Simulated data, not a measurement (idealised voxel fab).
process module | voxel gate over fins
The cross-section shown here is cut; it is 250 nm wide and divided into square cells measuring 5 nm on a side.
Cross-sections here: square-cell grids, written as top-down lists of bands, a band being one or more rows of cells.
Per band: top height and bottom height in nm, followed by the left-to-right materials and their widths in nm; "everywhere" marks a single material spanning edge to edge, "blank" marks empty space.
Heights are reckoned from 0. Under this level, the received wafer is all of one material. The bottommost band is open-ended downward, for example "0 and below".
Per-row width for "30..40": begins at first number (top row of band), ends at second number (bottom row), increment between rows held constant.
"identical to before" for a step: no cell of the cross-section changed in that step.
Closed empty spaces (no open way to the top) of 8 cells or more are what "Enclosed internal cavities" lists, each as width x height at distance from the left edge, nm for all three.
Whatever follows a step's settings on its line is a remark the simulator itself makes about that step.
A step's line can hold "overlay nm"; with a mask on that step, the setting says how far right of the planned place the mask lay, while a negative setting says it lay to the left.
If you're wondering how to read the rest of this, here's the deal. It's pairs of cross-sections: one from before a process step, one from after it. The after one is only drawn as far down as the lowest band that changed. Right under each pair you'll see which step sits between them and what its settings were. Don't read the pairs as one continuous story, though. They can come from different runs of this module on the same starting wafer, and a pair only carries on from the one above it where its entry headed "Prior to step" says so.

Prior to step
0 and below = Si everywhere
Enclosed internal cavities: none

Step Result
5 down to 0 = SiN everywhere
Note: structure below 0 unchanged.
Enclosed internal cavities: none
Looking at the two cross-sections above, the step in the middle is CONFORMAL_DEP (material SiN; thk nm 5)

Prior to step: The cross-section prior to this step is the one presented after the step of the pair immediately above.

Step Result
5 down to 0 = blank 55, SiN 15, blank 45, SiN 15, blank 45, SiN 15, blank 60
Note: structure below 0 unchanged.
Enclosed internal cavities: none
Looking at the two cross-sections above, the step in the middle is MASKED_ETCH (tone cover; mask id FINS; width nm 15; pitch nm 60; etch materials SiN; depth nm 5; overlay nm 0)

Prior to step: The cross-section prior to this step is the one presented after the step of the pair immediately above.

Step Result
5 down to 0 = blank 55, SiN 15, blank 45, SiN 15, blank 45, SiN 15, blank 60
0 down to -40 = blank 55, Si 15, blank 45, Si 15, blank 45, Si 15, blank 60
Note: structure below -40 unchanged.
Enclosed internal cavities: none
Looking at the two cross-sections above, the step in the middle is MASKED_ETCH (tone cover; mask id FINS; width nm 15; pitch nm 60; etch materials Si; depth nm 40; overlay nm 0)

Prior to step: The cross-section prior to this step is the one presented after the step of the pair immediately above.

Step Result
5 down to 0 = blank 55, SiN 15, blank 45, SiN 15, blank 45, SiN 15, blank 60
0 down to -40 = blank 55, SiO2 5, Si 5, SiO2 5, blank 45, SiO2 5, Si 5, SiO2 5, blank 45, SiO2 5, Si 5, SiO2 5, blank 60
-40 down to -45 = SiO2 60, Si 5, SiO2 55, Si 5, SiO2 55, Si 5, SiO2 65
Note: structure below -45 unchanged.
Enclosed internal cavities: none
Looking at the two cross-sections above, the step in the middle is OXIDIZE (depth nm 5)

Prior to step: The cross-section prior to this step is the one presented after the step of the pair immediately above.

Step Result
15 down to 5 = SiO2 everywhere
5 down to 0 = SiO2 55, SiN 15, SiO2 45, SiN 15, SiO2 45, SiN 15, SiO2 60
0 down to -45 = SiO2 60, Si 5, SiO2 55, Si 5, SiO2 55, Si 5, SiO2 65
Note: structure below -45 unchanged.
Enclosed internal cavities: none
Looking at the two cross-sections above, the step in the middle is FILL_DEP (material SiO2; thk nm 10)

Prior to step: The cross-section prior to this step is the one presented after the step of the pair immediately above.

Step Result
5 down to 0 = SiO2 55, SiN 15, SiO2 45, SiN 15, SiO2 45, SiN 15, SiO2 60
Note: structure below 0 unchanged.
Enclosed internal cavities: none
Looking at the two cross-sections above, the step in the middle is CMP (height nm 5)

Prior to step: The cross-section prior to this step is the one presented after the step of the pair immediately above.

Step Result
15 down to 5 = aC everywhere
Note: structure below 5 unchanged.
Enclosed internal cavities: none
Looking at the two cross-sections above, the step in the middle is DIRECTIONAL_DEP (material aC; thk nm 10)

Prior to step: The cross-section prior to this step is the one presented after the step of the pair immediately above.

Step Result
45 down to 15 = resist 85, blank 15, resist 150
Note: structure below 15 unchanged.
Enclosed internal cavities: none
Looking at the two cross-sections above, the step in the middle is PATTERN (tone open; mask id RAIL; material resist; width nm 15; thk nm 30; overlay nm 0)

Prior to step: The cross-section prior to this step is the one presented after the step of the pair immediately above.

Step Result
35 down to 15 = resist 85, blank 15, resist 150
15 down to 5 = aC 85, blank 15, aC 150
Note: structure below 5 unchanged.
Enclosed internal cavities: none
Looking at the two cross-sections above, the step in the middle is DIRECTIONAL_ETCH (etch materials aC; depth nm 10)

Prior to step: The cross-section prior to this step is the one presented after the step of the pair immediately above.

Step Result
15 down to 5 = aC 85, blank 15, aC 150
Note: structure below 5 unchanged.
Enclosed internal cavities: none
Looking at the two cross-sections above, the step in the middle is STRIP (etch materials resist)

Prior to step: The cross-section prior to this step is the one presented after the step of the pair immediately above.

Step Result
15 down to 5 = aC 85, blank 15, aC 150
5 down to 0 = SiO2 55, SiN 15, SiO2 15, blank 15, SiO2 15, SiN 15, SiO2 45, SiN 15, SiO2 60
0 down to -35 = SiO2 60, Si 5, SiO2 20, blank 15, SiO2 20, Si 5, SiO2 55, Si 5, SiO2 65
Note: structure below -35 unchanged.
Enclosed internal cavities: none
Looking at the two cross-sections above, the step in the middle is DIRECTIONAL_ETCH (etch materials SiO2; depth nm 40)

Prior to step: The cross-section prior to this step is the one presented after the step of the pair immediately above.

Step Result
5 down to 0 = SiO2 55, SiN 15, SiO2 15, blank 15, SiO2 15, SiN 15, SiO2 45, SiN 15, SiO2 60
Note: structure below 0 unchanged.
Enclosed internal cavities: none
Looking at the two cross-sections above, the step in the middle is STRIP (etch materials aC)

Prior to step: The cross-section prior to this step is the one presented after the step of the pair immediately above.

Step Result
10 down to 5 = TiN 90, blank 5, TiN 155
5 down to 0 = SiO2 55, SiN 15, SiO2 15, TiN 5, blank 5, TiN 5, SiO2 15, SiN 15, SiO2 45, SiN 15, SiO2 60
0 down to -30 = SiO2 60, Si 5, SiO2 20, TiN 5, blank 5, TiN 5, SiO2 20, Si 5, SiO2 55, Si 5, SiO2 65
-30 down to -35 = SiO2 60, Si 5, SiO2 20, TiN 15, SiO2 20, Si 5, SiO2 55, Si 5, SiO2 65
Note: structure below -35 unchanged.
Enclosed internal cavities: none
Looking at the two cross-sections above, the step in the middle is CONFORMAL_DEP (material TiN; thk nm 5)

Prior to step: The cross-section prior to this step is the one presented after the step of the pair immediately above.

Step Result
20 down to 10 = W everywhere
10 down to 5 = TiN 90, W 5, TiN 155
5 down to 0 = SiO2 55, SiN 15, SiO2 15, TiN 5, W 5, TiN 5, SiO2 15, SiN 15, SiO2 45, SiN 15, SiO2 60
0 down to -30 = SiO2 60, Si 5, SiO2 20, TiN 5, W 5, TiN 5, SiO2 20, Si 5, SiO2 55, Si 5, SiO2 65
Note: structure below -30 unchanged.
Enclosed internal cavities: none
Looking at the two cross-sections above, the step in the middle is FILL_DEP (material W; thk nm 10)

Prior to step: The cross-section prior to this step is the one presented after the step of the pair immediately above.

Step Result
5 down to 0 = SiO2 55, SiN 15, SiO2 15, TiN 5, W 5, TiN 5, SiO2 15, SiN 15, SiO2 45, SiN 15, SiO2 60
Note: structure below 0 unchanged.
Enclosed internal cavities: none
Looking at the two cross-sections above, the step in the middle is CMP (height nm 5)

Prior to step: The cross-section prior to this step is the one presented after the step of the pair immediately above.

Step Result
5 down to 0 = SiO2 55, SiN 15, SiO2 15, blank 15, SiO2 15, SiN 15, SiO2 45, SiN 15, SiO2 60
0 down to -20 = SiO2 60, Si 5, SiO2 20, blank 15, SiO2 20, Si 5, SiO2 55, Si 5, SiO2 65
Note: structure below -20 unchanged.
Enclosed internal cavities: none
Looking at the two cross-sections above, the step in the middle is SELECTIVE_ETCH (etch materials W Ru TiN; depth nm 25)

Prior to step: The cross-section prior to this step is the one presented after the step of the pair immediately above.

Step Result
10 down to 5 = SiO2 everywhere
5 down to 0 = SiO2 55, SiN 15, SiO2 45, SiN 15, SiO2 45, SiN 15, SiO2 60
0 down to -20 = SiO2 60, Si 5, SiO2 55, Si 5, SiO2 55, Si 5, SiO2 65
Note: structure below -20 unchanged.
Enclosed internal cavities: none
Looking at the two cross-sections above, the step in the middle is FILL_DEP (material SiO2; thk nm 5)

Prior to step: The cross-section prior to this step is the one presented after the step of the pair immediately above.

Step Result
5 down to 0 = SiO2 55, SiN 15, SiO2 45, SiN 15, SiO2 45, SiN 15, SiO2 60
Note: structure below 0 unchanged.
Enclosed internal cavities: none
Looking at the two cross-sections above, the step in the middle is CMP (height nm 5)

Prior to step: The cross-section prior to this step is the one presented after the step of the pair immediately above.

Step Result
5 down to 0 = blank 55, SiN 15, blank 45, SiN 15, blank 45, SiN 15, blank 60
0 down to -10 = blank 60, Si 5, blank 55, Si 5, blank 55, Si 5, blank 65
Note: structure below -10 unchanged.
Enclosed internal cavities: none
Looking at the two cross-sections above, the step in the middle is SELECTIVE_ETCH (etch materials SiO2; depth nm 15)

Prior to step: The cross-section prior to this step is the one presented after the step of the pair immediately above.

Step Result
0 down to -10 = blank 60, Si 5, blank 55, Si 5, blank 55, Si 5, blank 65
Note: structure below -10 unchanged.
Enclosed internal cavities: none
Looking at the two cross-sections above, the step in the middle is STRIP (etch materials SiN)

Prior to step: The cross-section prior to this step is the one presented after the step of the pair immediately above.

Step Result
5 down to 0 = blank 55, HfO2 15, blank 45, HfO2 15, blank 45, HfO2 15, blank 60
0 down to -5 = blank 55, HfO2 5, Si 5, HfO2 5, blank 45, HfO2 5, Si 5, HfO2 5, blank 45, HfO2 5, Si 5, HfO2 5, blank 60
-5 down to -10 = HfO2 60, Si 5, HfO2 55, Si 5, HfO2 55, Si 5, HfO2 65
Note: structure below -10 unchanged.
Enclosed internal cavities: none
Looking at the two cross-sections above, the step in the middle is CONFORMAL_DEP (material HfO2; thk nm 5)

Prior to step: The cross-section prior to this step is the one presented after the step of the pair immediately above.

Step Result
10 down to 5 = blank 50, TiN 25, blank 35, TiN 25, blank 35, TiN 25, blank 55
5 down to 0 = blank 50, TiN 5, HfO2 15, TiN 5, blank 35, TiN 5, HfO2 15, TiN 5, blank 35, TiN 5, HfO2 15, TiN 5, blank 55
0 down to -5 = TiN 55, HfO2 5, Si 5, HfO2 5, TiN 45, HfO2 5, Si 5, HfO2 5, TiN 45, HfO2 5, Si 5, HfO2 5, TiN 60
Note: structure below -5 unchanged.
Enclosed internal cavities: none
Looking at the two cross-sections above, the step in the middle is CONFORMAL_DEP (material TiN; thk nm 5)

Prior to step: The cross-section prior to this step is the one presented after the step of the pair immediately above.

Step Result
15 down to 10 = blank 45, TiAl 35, blank 25, TiAl 35, blank 25, TiAl 35, blank 50
10 down to 5 = blank 45, TiAl 5, TiN 25, TiAl 5, blank 25, TiAl 5, TiN 25, TiAl 5, blank 25, TiAl 5, TiN 25, TiAl 5, blank 50
5 down to 0 = TiAl 50, TiN 5, HfO2 15, TiN 5, TiAl 35, TiN 5, HfO2 15, TiN 5, TiAl 35, TiN 5, HfO2 15, TiN 5, TiAl 55
Note: structure below 0 unchanged.
Enclosed internal cavities: none
Looking at the two cross-sections above, the step in the middle is CONFORMAL_DEP (material TiAl; thk nm 5)

Prior to step: The cross-section prior to this step is the one presented after the step of the pair immediately above.

Step Result
20 down to 15 = blank 40, TiN 45, blank 15, TiN 45, blank 15, TiN 45, blank 45
15 down to 10 = blank 40, TiN 5, TiAl 35, TiN 5, blank 15, TiN 5, TiAl 35, TiN 5, blank 15, TiN 5, TiAl 35, TiN 5, blank 45
10 down to 5 = TiN 45, TiAl 5, TiN 25, TiAl 5, TiN 25, TiAl 5, TiN 25, TiAl 5, TiN 25, TiAl 5, TiN 25, TiAl 5, TiN 50
Note: structure below 5 unchanged.
Enclosed internal cavities: none
Looking at the two cross-sections above, the step in the middle is CONFORMAL_DEP (material TiN; thk nm 5)

Prior to step: The cross-section prior to this step is the one presented after the step of the pair immediately above.

Step Result
30 down to 20 = W everywhere
20 down to 15 = W 40, TiN 45, W 15, TiN 45, W 15, TiN 45, W 45
15 down to 10 = W 40, TiN 5, TiAl 35, TiN 5, W 15, TiN 5, TiAl 35, TiN 5, W 15, TiN 5, TiAl 35, TiN 5, W 45
Note: structure below 10 unchanged.
Enclosed internal cavities: none
Looking at the two cross-sections above, the step in the middle is FILL_DEP (material W; thk nm 10)

Prior to step: The cross-section prior to this step is the one presented after the step of the pair immediately above.

Step Result
25 down to 20 = W everywhere
Note: structure below 20 unchanged.
Enclosed internal cavities: none
Looking at the two cross-sections above, the step in the middle is CMP (height nm 25)

Prior to step: The cross-section prior to this step is the one presented after the step of the pair immediately above.

Step Result
35 down to 25 = SiN everywhere
Note: structure below 25 unchanged.
Enclosed internal cavities: none
Looking at the two cross-sections above, the step in the middle is CONFORMAL_DEP (material SiN; thk nm 10)

Prior to step
5 down to 0 = blank 55, HfO2 15, blank 45, HfO2 15, blank 45, HfO2 15, blank 60
0 down to -5 = blank 55, HfO2 5, Si 5, HfO2 5, blank 45, HfO2 5, Si 5, HfO2 5, blank 45, HfO2 5, Si 5, HfO2 5, blank 60
-5 down to -10 = HfO2 60, Si 5, HfO2 55, Si 5, HfO2 55, Si 5, HfO2 65
-10 down to -20 = SiO2 60, Si 5, SiO2 55, Si 5, SiO2 55, Si 5, SiO2 65
-20 down to -30 = SiO2 60, Si 5, SiO2 20, TiN 5, W 5, TiN 5, SiO2 20, Si 5, SiO2 55, Si 5, SiO2 65
-30 down to -35 = SiO2 60, Si 5, SiO2 20, TiN 15, SiO2 20, Si 5, SiO2 55, Si 5, SiO2 65
-35 down to -45 = SiO2 60, Si 5, SiO2 55, Si 5, SiO2 55, Si 5, SiO2 65
-45 and below = Si everywhere
Enclosed internal cavities: none

Step Result
10 down to 5 = blank 50, TiAl 25, blank 35, TiAl 25, blank 35, TiAl 25, blank 55
5 down to 0 = blank 50, TiAl 5, HfO2 15, TiAl 5, blank 35, TiAl 5, HfO2 15, TiAl 5, blank 35, TiAl 5, HfO2 15, TiAl 5, blank 55
0 down to -5 = TiAl 55, HfO2 5, Si 5, HfO2 5, TiAl 45, HfO2 5, Si 5, HfO2 5, TiAl 45, HfO2 5, Si 5, HfO2 5, TiAl 60
Note: structure below -5 unchanged.
Enclosed internal cavities: none
Looking at the two cross-sections above, the step in the middle is CONFORMAL_DEP (material TiAl; thk nm 5)

Prior to step: The cross-section prior to this step is the one presented after the step of the pair immediately above.

Step Result
15 down to 10 = blank 45, TiN 35, blank 25, TiN 35, blank 25, TiN 35, blank 50
10 down to 5 = blank 45, TiN 5, TiAl 25, TiN 5, blank 25, TiN 5, TiAl 25, TiN 5, blank 25, TiN 5, TiAl 25, TiN 5, blank 50
5 down to 0 = TiN 50, TiAl 5, HfO2 15, TiAl 5, TiN 35, TiAl 5, HfO2 15, TiAl 5, TiN 35, TiAl 5, HfO2 15, TiAl 5, TiN 55
Note: structure below 0 unchanged.
Enclosed internal cavities: none
Looking at the two cross-sections above, the step in the middle is CONFORMAL_DEP (material TiN; thk nm 5)

Prior to step: The cross-section prior to this step is the one presented after the step of the pair immediately above.

Step Result
25 down to 15 = W everywhere
15 down to 10 = W 45, TiN 35, W 25, TiN 35, W 25, TiN 35, W 50
10 down to 5 = W 45, TiN 5, TiAl 25, TiN 5, W 25, TiN 5, TiAl 25, TiN 5, W 25, TiN 5, TiAl 25, TiN 5, W 50
Note: structure below 5 unchanged.
Enclosed internal cavities: none
Looking at the two cross-sections above, the step in the middle is FILL_DEP (material W; thk nm 10)

Prior to step: The cross-section prior to this step is the one presented after the step of the pair immediately above.

Step Result
35 down to 25 = SiN everywhere
Note: structure below 25 unchanged.
Enclosed internal cavities: none
Looking at the two cross-sections above, the step in the middle is CONFORMAL_DEP (material SiN; thk nm 10)

Prior to step
5 down to 0 = blank 55, SiN 15, blank 45, SiN 15, blank 45, SiN 15, blank 60
0 down to -10 = blank 60, Si 5, blank 55, Si 5, blank 55, Si 5, blank 65
-10 down to -20 = SiO2 60, Si 5, SiO2 55, Si 5, SiO2 55, Si 5, SiO2 65
-20 down to -30 = SiO2 60, Si 5, SiO2 20, TiN 5, W 5, TiN 5, SiO2 20, Si 5, SiO2 55, Si 5, SiO2 65
-30 down to -35 = SiO2 60, Si 5, SiO2 20, TiN 15, SiO2 20, Si 5, SiO2 55, Si 5, SiO2 65
-35 down to -45 = SiO2 60, Si 5, SiO2 55, Si 5, SiO2 55, Si 5, SiO2 65
-45 and below = Si everywhere
Enclosed internal cavities: none

Step Result
5 down to 0 = blank 55, SiN 15, blank 45, SiN 15, blank 45, SiN 15, blank 60
0 down to -20 = blank 60, Si 5, blank 55, Si 5, blank 55, Si 5, blank 65
-20 down to -25 = blank 60, Si 5, blank 20, TiN 5, W 5, TiN 5, blank 20, Si 5, blank 55, Si 5, blank 65
Note: structure below -25 unchanged.
Enclosed internal cavities: none
Looking at the two cross-sections above, the step in the middle is SELECTIVE_ETCH (etch materials SiO2; depth nm 15)

Prior to step: The cross-section prior to this step is the one presented after the step of the pair immediately above.

Step Result
0 down to -20 = blank 60, Si 5, blank 55, Si 5, blank 55, Si 5, blank 65
Note: structure below -20 unchanged.
Enclosed internal cavities: none
Looking at the two cross-sections above, the step in the middle is STRIP (etch materials SiN)

Prior to step: The cross-section prior to this step is the one presented after the step of the pair immediately above.

Step Result
5 down to 0 = blank 55, HfO2 15, blank 45, HfO2 15, blank 45, HfO2 15, blank 60
0 down to -15 = blank 55, HfO2 5, Si 5, HfO2 5, blank 45, HfO2 5, Si 5, HfO2 5, blank 45, HfO2 5, Si 5, HfO2 5, blank 60
-15 down to -20 = blank 55, HfO2 5, Si 5, HfO2 5, blank 10, HfO2 25, blank 10, HfO2 5, Si 5, HfO2 5, blank 45, HfO2 5, Si 5, HfO2 5, blank 60
-20 down to -25 = HfO2 60, Si 5, HfO2 20, TiN 5, W 5, TiN 5, HfO2 20, Si 5, HfO2 55, Si 5, HfO2 65
Note: structure below -25 unchanged.
Enclosed internal cavities: none
Looking at the two cross-sections above, the step in the middle is CONFORMAL_DEP (material HfO2; thk nm 5)

Prior to step: The cross-section prior to this step is the one presented after the step of the pair immediately above.

Step Result
10 down to 5 = blank 50, TiN 25, blank 35, TiN 25, blank 35, TiN 25, blank 55
5 down to 0 = blank 50, TiN 5, HfO2 15, TiN 5, blank 35, TiN 5, HfO2 15, TiN 5, blank 35, TiN 5, HfO2 15, TiN 5, blank 55
0 down to -10 = blank 50, TiN 5, HfO2 5, Si 5, HfO2 5, TiN 5, blank 35, TiN 5, HfO2 5, Si 5, HfO2 5, TiN 5, blank 35, TiN 5, HfO2 5, Si 5, HfO2 5, TiN 5, blank 55
-10 down to -15 = blank 50, TiN 5, HfO2 5, Si 5, HfO2 5, TiN 45, HfO2 5, Si 5, HfO2 5, TiN 5, blank 35, TiN 5, HfO2 5, Si 5, HfO2 5, TiN 5, blank 55
-15 down to -20 = TiN 55, HfO2 5, Si 5, HfO2 5, TiN 10, HfO2 25, TiN 10, HfO2 5, Si 5, HfO2 5, TiN 45, HfO2 5, Si 5, HfO2 5, TiN 60
Note: structure below -20 unchanged.
Enclosed internal cavities: none
Looking at the two cross-sections above, the step in the middle is CONFORMAL_DEP (material TiN; thk nm 5)

Prior to step: The cross-section prior to this step is the one presented after the step of the pair immediately above.

Step Result
15 down to 10 = blank 45, TiAl 35, blank 25, TiAl 35, blank 25, TiAl 35, blank 50
10 down to 5 = blank 45, TiAl 5, TiN 25, TiAl 5, blank 25, TiAl 5, TiN 25, TiAl 5, blank 25, TiAl 5, TiN 25, TiAl 5, blank 50
5 down to 0 = blank 45, TiAl 5, TiN 5, HfO2 15, TiN 5, TiAl 5, blank 25, TiAl 5, TiN 5, HfO2 15, TiN 5, TiAl 5, blank 25, TiAl 5, TiN 5, HfO2 15, TiN 5, TiAl 5, blank 50
0 down to -5 = blank 45, TiAl 5, TiN 5, HfO2 5, Si 5, HfO2 5, TiN 5, TiAl 5, blank 25, TiAl 5, TiN 5, HfO2 5, Si 5, HfO2 5, TiN 5, TiAl 5, blank 25, TiAl 5, TiN 5, HfO2 5, Si 5, HfO2 5, TiN 5, TiAl 5, blank 50
-5 down to -10 = blank 45, TiAl 5, TiN 5, HfO2 5, Si 5, HfO2 5, TiN 5, TiAl 35, TiN 5, HfO2 5, Si 5, HfO2 5, TiN 5, TiAl 5, blank 25, TiAl 5, TiN 5, HfO2 5, Si 5, HfO2 5, TiN 5, TiAl 5, blank 50
-10 down to -15 = TiAl 50, TiN 5, HfO2 5, Si 5, HfO2 5, TiN 45, HfO2 5, Si 5, HfO2 5, TiN 5, TiAl 35, TiN 5, HfO2 5, Si 5, HfO2 5, TiN 5, TiAl 55
Note: structure below -15 unchanged.
Enclosed internal cavities: none
Looking at the two cross-sections above, the step in the middle is CONFORMAL_DEP (material TiAl; thk nm 5)

Prior to step: The cross-section prior to this step is the one presented after the step of the pair immediately above.

Step Result
20 down to 15 = blank 40, TiN 45, blank 15, TiN 45, blank 15, TiN 45, blank 45
15 down to 10 = blank 40, TiN 5, TiAl 35, TiN 5, blank 15, TiN 5, TiAl 35, TiN 5, blank 15, TiN 5, TiAl 35, TiN 5, blank 45
10 down to 5 = blank 40, TiN 5, TiAl 5, TiN 25, TiAl 5, TiN 5, blank 15, TiN 5, TiAl 5, TiN 25, TiAl 5, TiN 5, blank 15, TiN 5, TiAl 5, TiN 25, TiAl 5, TiN 5, blank 45
5 down to 0 = blank 40, TiN 5, TiAl 5, TiN 5, HfO2 15, TiN 5, TiAl 5, TiN 5, blank 15, TiN 5, TiAl 5, TiN 5, HfO2 15, TiN 5, TiAl 5, TiN 5, blank 15, TiN 5, TiAl 5, TiN 5, HfO2 15, TiN 5, TiAl 5, TiN 5, blank 45
0 down to -5 = blank 40, TiN 5, TiAl 5, TiN 5, HfO2 5, Si 5, HfO2 5, TiN 5, TiAl 5, TiN 25, TiAl 5, TiN 5, HfO2 5, Si 5, HfO2 5, TiN 5, TiAl 5, TiN 5, blank 15, TiN 5, TiAl 5, TiN 5, HfO2 5, Si 5, HfO2 5, TiN 5, TiAl 5, TiN 5, blank 45
-5 down to -10 = TiN 45, TiAl 5, TiN 5, HfO2 5, Si 5, HfO2 5, TiN 5, TiAl 35, TiN 5, HfO2 5, Si 5, HfO2 5, TiN 5, TiAl 5, TiN 25, TiAl 5, TiN 5, HfO2 5, Si 5, HfO2 5, TiN 5, TiAl 5, TiN 50
Note: structure below -10 unchanged.
Enclosed internal cavities: none
Looking at the two cross-sections above, the step in the middle is CONFORMAL_DEP (material TiN; thk nm 5)

Prior to step: The cross-section prior to this step is the one presented after the step of the pair immediately above.

Step Result
30 down to 20 = W everywhere
20 down to 15 = W 40, TiN 45, W 15, TiN 45, W 15, TiN 45, W 45
15 down to 10 = W 40, TiN 5, TiAl 35, TiN 5, W 15, TiN 5, TiAl 35, TiN 5, W 15, TiN 5, TiAl 35, TiN 5, W 45
10 down to 5 = W 40, TiN 5, TiAl 5, TiN 25, TiAl 5, TiN 5, W 15, TiN 5, TiAl 5, TiN 25, TiAl 5, TiN 5, W 15, TiN 5, TiAl 5, TiN 25, TiAl 5, TiN 5, W 45
5 down to 0 = W 40, TiN 5, TiAl 5, TiN 5, HfO2 15, TiN 5, TiAl 5, TiN 5, W 15, TiN 5, TiAl 5, TiN 5, HfO2 15, TiN 5, TiAl 5, TiN 5, W 15, TiN 5, TiAl 5, TiN 5, HfO2 15, TiN 5, TiAl 5, TiN 5, W 45
0 down to -5 = W 40, TiN 5, TiAl 5, TiN 5, HfO2 5, Si 5, HfO2 5, TiN 5, TiAl 5, TiN 25, TiAl 5, TiN 5, HfO2 5, Si 5, HfO2 5, TiN 5, TiAl 5, TiN 5, W 15, TiN 5, TiAl 5, TiN 5, HfO2 5, Si 5, HfO2 5, TiN 5, TiAl 5, TiN 5, W 45
Note: structure below -5 unchanged.
Enclosed internal cavities: none
Looking at the two cross-sections above, the step in the middle is FILL_DEP (material W; thk nm 10)

Prior to step: The cross-section prior to this step is the one presented after the step of the pair immediately above.

Step Result
25 down to 20 = W everywhere
Note: structure below 20 unchanged.
Enclosed internal cavities: none
Looking at the two cross-sections above, the step in the middle is CMP (height nm 25)

Prior to step: The cross-section prior to this step is the one presented after the step of the pair immediately above.

Step Result
35 down to 25 = SiN everywhere
Note: structure below 25 unchanged.
Enclosed internal cavities: none
Looking at the two cross-sections above, the step in the middle is CONFORMAL_DEP (material SiN; thk nm 10)

Prior to step
0 down to -10 = blank 60, Si 5, blank 55, Si 5, blank 55, Si 5, blank 65
-10 down to -20 = SiO2 60, Si 5, SiO2 55, Si 5, SiO2 55, Si 5, SiO2 65
-20 down to -30 = SiO2 60, Si 5, SiO2 20, TiN 5, W 5, TiN 5, SiO2 20, Si 5, SiO2 55, Si 5, SiO2 65
-30 down to -35 = SiO2 60, Si 5, SiO2 20, TiN 15, SiO2 20, Si 5, SiO2 55, Si 5, SiO2 65
-35 down to -45 = SiO2 60, Si 5, SiO2 55, Si 5, SiO2 55, Si 5, SiO2 65
-45 and below = Si everywhere
Enclosed internal cavities: none

Step Result
5 down to 0 = blank 55, TiN 15, blank 45, TiN 15, blank 45, TiN 15, blank 60
0 down to -5 = blank 55, TiN 5, Si 5, TiN 5, blank 45, TiN 5, Si 5, TiN 5, blank 45, TiN 5, Si 5, TiN 5, blank 60
-5 down to -10 = TiN 60, Si 5, TiN 55, Si 5, TiN 55, Si 5, TiN 65
Note: structure below -10 unchanged.
Enclosed internal cavities: none
Looking at the two cross-sections above, the step in the middle is CONFORMAL_DEP (material TiN; thk nm 5)

Prior to step: The cross-section prior to this step is the one presented after the step of the pair immediately above.

Step Result
10 down to 5 = blank 50, HfO2 25, blank 35, HfO2 25, blank 35, HfO2 25, blank 55
5 down to 0 = blank 50, HfO2 5, TiN 15, HfO2 5, blank 35, HfO2 5, TiN 15, HfO2 5, blank 35, HfO2 5, TiN 15, HfO2 5, blank 55
0 down to -5 = HfO2 55, TiN 5, Si 5, TiN 5, HfO2 45, TiN 5, Si 5, TiN 5, HfO2 45, TiN 5, Si 5, TiN 5, HfO2 60
Note: structure below -5 unchanged.
Enclosed internal cavities: none
Looking at the two cross-sections above, the step in the middle is CONFORMAL_DEP (material HfO2; thk nm 5)

Prior to step: The cross-section prior to this step is the one presented after the step of the pair immediately above.

Step Result
15 down to 10 = blank 45, TiAl 35, blank 25, TiAl 35, blank 25, TiAl 35, blank 50
10 down to 5 = blank 45, TiAl 5, HfO2 25, TiAl 5, blank 25, TiAl 5, HfO2 25, TiAl 5, blank 25, TiAl 5, HfO2 25, TiAl 5, blank 50
5 down to 0 = TiAl 50, HfO2 5, TiN 15, HfO2 5, TiAl 35, HfO2 5, TiN 15, HfO2 5, TiAl 35, HfO2 5, TiN 15, HfO2 5, TiAl 55
Note: structure below 0 unchanged.
Enclosed internal cavities: none
Looking at the two cross-sections above, the step in the middle is CONFORMAL_DEP (material TiAl; thk nm 5)

Prior to step: The cross-section prior to this step is the one presented after the step of the pair immediately above.

Step Result
20 down to 15 = blank 40, TiN 45, blank 15, TiN 45, blank 15, TiN 45, blank 45
15 down to 10 = blank 40, TiN 5, TiAl 35, TiN 5, blank 15, TiN 5, TiAl 35, TiN 5, blank 15, TiN 5, TiAl 35, TiN 5, blank 45
10 down to 5 = TiN 45, TiAl 5, HfO2 25, TiAl 5, TiN 25, TiAl 5, HfO2 25, TiAl 5, TiN 25, TiAl 5, HfO2 25, TiAl 5, TiN 50
Note: structure below 5 unchanged.
Enclosed internal cavities: none
Looking at the two cross-sections above, the step in the middle is CONFORMAL_DEP (material TiN; thk nm 5)

Prior to step: The cross-section prior to this step is the one presented after the step of the pair immediately above.

Step Result
30 down to 20 = W everywhere
20 down to 15 = W 40, TiN 45, W 15, TiN 45, W 15, TiN 45, W 45
15 down to 10 = W 40, TiN 5, TiAl 35, TiN 5, W 15, TiN 5, TiAl 35, TiN 5, W 15, TiN 5, TiAl 35, TiN 5, W 45
Note: structure below 10 unchanged.
Enclosed internal cavities: none
Looking at the two cross-sections above, the step in the middle is FILL_DEP (material W; thk nm 10)

Prior to step: The cross-section prior to this step is the one presented after the step of the pair immediately above.

Step Result
25 down to 20 = W everywhere
Note: structure below 20 unchanged.
Enclosed internal cavities: none
Looking at the two cross-sections above, the step in the middle is CMP (height nm 25)

Prior to step: The cross-section prior to this step is the one presented after the step of the pair immediately above.

Step Result
35 down to 25 = SiN everywhere
Note: structure below 25 unchanged.
Enclosed internal cavities: none
Looking at the two cross-sections above, the step in the middle is CONFORMAL_DEP (material SiN; thk nm 10)
